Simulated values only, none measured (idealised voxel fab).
Title: Process Module voxel ribs on slabs
The cross-section shown here is cut; it is 155 nm wide and divided into square cells measuring 5 nm on a side.
Cross-section layout: square cells on a grid; listed as bands, top to bottom; a band spans one or more cell rows.
For a band, the entry starts with two heights in nm, that of the top and then that of the bottom, and carries on with the band's materials in order from left to right, each alongside its width in nm; the word "full width" beside a single material means it fills the band edge to edge, and "blank" means empty space.
The reference from which all heights are counted is 0, the level beneath which the as-received wafer is entirely one material; the lowest band, having no lower bound, proceeds downward and is written after the example "0..down".
It should be noted that a width expressed as "30->40" varies in equal increments from row to row of cells within the band, taking the value of the first number at the top row and that of the second number at the bottom row.
For the purposes of this document, the phrase "remained the same" attached to a step denotes that no cell within the cross-section was modified by that step.
Reported under the label "Cavities, sealed" are the empty spaces having no open way to the top and comprising 8 cells or more; the notation for each is width x height at distance, in which the distance is measured from the left edge and all three values are in nm.
Whatever follows a step's settings on its line is a remark the simulator itself makes about that step.
overlay nm: for a step with a mask, the amount by which the mask lay right of where it was planned; a negative amount means left of it.

[Process steps foreseen in the plan]
1: RECEIVE | material Si
2: DIRECTIONAL_DEP | material SiO2 | thk nm 20
3: DIRECTIONAL_DEP | material SiN | thk nm 20
4: PATTERN | tone cover | mask id RIB | material resist | width nm 15 | thk nm 15 | overlay nm 0
5: DIRECTIONAL_ETCH | etch materials SiN | depth nm 10
6: STRIP | etch materials resist
7: MASKED_ETCH | tone cover | mask id SLAB | width nm 75 | etch materials SiN | depth nm 10 | overlay nm 0
8: FILL_DEP | material SiO2 | thk nm 25
9: CMP | height nm 60
10: DIRECTIONAL_DEP | material TiN | thk nm 5
11: PATTERN | tone cover | mask id HEATER | material resist | width nm 25 | thk nm 20 | overlay nm 0
12: DIRECTIONAL_ETCH | etch materials TiN | depth nm 5
13: STRIP | etch materials resist
14: CONFORMAL_DEP | material SiN | thk nm 10

[This is the cross-section of the wafer as we received it, i.e. after step 1]
- 0..down  Si full width
- Cavities, sealed: none

[End-of-module cross-section of the first of two wafers, processed as planned]
- 75..70  blank: 55 / SiN: 45 / blank: 55
- 70..65  SiN full width
- 65..60  SiN: 65 / TiN: 25 / SiN: 65
- 60..40  SiO2 full width
- 40..30  SiO2: 70 / SiN: 15 / SiO2: 70
- 30..20  SiO2: 40 / SiN: 75 / SiO2: 40
- 20..0  SiO2 full width
- 0..down  Si full width
- Cavities, sealed: none

[Cross-sectional view: second of two wafers, end of module; start and plan identical to the first, one mistake in running]
- 75..70  blank: 55 / SiN: 45 / blank: 55
- 70..65  SiN full width
- 65..60  SiN: 65 / TiN: 25 / SiN: 65
- 60..40  SiO2 full width
- 40..30  SiO2: 70 / SiN: 15 / SiO2: 70
- 30..20  SiO2: 45 / SiN: 75 / SiO2: 35
- 20..0  SiO2 full width
- 0..down  Si full width
- Cavities, sealed: none
So what did we get wrong on this run? step 7 ran differently from the plan; actual operation with settings: MASKED_ETCH | tone cover | mask id SLAB | width nm 75 | etch materials SiN | depth nm 10 | overlay nm 5
End check, second vs first wafer: material counts in cells match, positions do not.
